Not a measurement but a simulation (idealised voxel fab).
process module | voxel self aligned vias
cross-section cut | 265 nm wide | cells 5 nm
A cross-section is a grid of square cells, given in bands from the top down. A band is one or more rows of cells.
Each band's line starts with the height of the band's top and of its bottom, in nm. Then come its materials from left to right, each with its width in nm. One material with "throughout" fills the band from edge to edge. "air" is empty space.
Height 0 is the level under which the wafer as received is all one material. The lowest band goes on downwards, as in "0 down".
A width such as "30 to 40" changes by the same amount from each row of cells to the next, from the band's top row to its bottom row.
"no change" after a step means that no cell of the cross-section changed.
closed voids: empty space of 8 cells or more with no open way to the top, each as width x height at its distance from the left edge, in nm
after a step's settings: what the simulator itself notes on the step
overlay nm, on a step with a mask: how far to the right of its planned place the mask lay; to the left if negative
plan
1 op RECEIVE | material Si
2 op CONFORMAL_DEP | material SiO2 | thk nm 15
3 op CONFORMAL_DEP | material SiCN | thk nm 5
4 op DIRECTIONAL_DEP | material lowk | thk nm 30
5 op MASKED_ETCH | tone open | mask id LINES | width nm 25 | pitch nm 75 | etch materials lowk | depth nm 30 | overlay nm 0
6 op CONFORMAL_DEP | material TiN | thk nm 5
7 op FILL_DEP | material Ru | thk nm 10
8 op CMP | height nm 50
9 op SELECTIVE_ETCH | etch materials W Ru TiN | depth nm 5
10 op FILL_DEP | material SiN | thk nm 10
11 op CMP | height nm 50
12 op DIRECTIONAL_DEP | material lowk | thk nm 20
13 op PATTERN | tone open | mask id VIAS | material resist | width nm 45 | thk nm 20 | overlay nm 0
14 op DIRECTIONAL_ETCH | etch materials lowk | depth nm 20
15 op DIRECTIONAL_ETCH | etch materials SiN | depth nm 5
16 op STRIP | etch materials resist
17 op CONFORMAL_DEP | material TiN | thk nm 5
18 op FILL_DEP | material W | thk nm 10
19 op CMP | height nm 70
20 op CONFORMAL_DEP | material SiN | thk nm 5
as received, after step 1
  0 down: Si throughout
  closed voids: none
a wafer at the end: this start, this plan, one mistake
  75 to 70: SiN throughout
  70 to 55: lowk 70 | TiN 5 | W 35 | TiN 5 | lowk 150
  55 to 50: lowk 70 | TiN 15 | W 15 | TiN 15 | lowk 150
  50 to 45: lowk 80 | TiN 25 | lowk 50 | SiN 25 | lowk 85
  45 to 25: lowk 80 | TiN 5 | Ru 15 | TiN 5 | lowk 50 | TiN 5 | Ru 15 | TiN 5 | lowk 85
  25 to 20: lowk 80 | TiN 25 | lowk 50 | TiN 25 | lowk 85
  20 to 5: SiO2 throughout
  5 to 0: SiCN throughout
  0 down: Si throughout
  closed voids: none
what went wrong: steps 2 and 3 were swapped
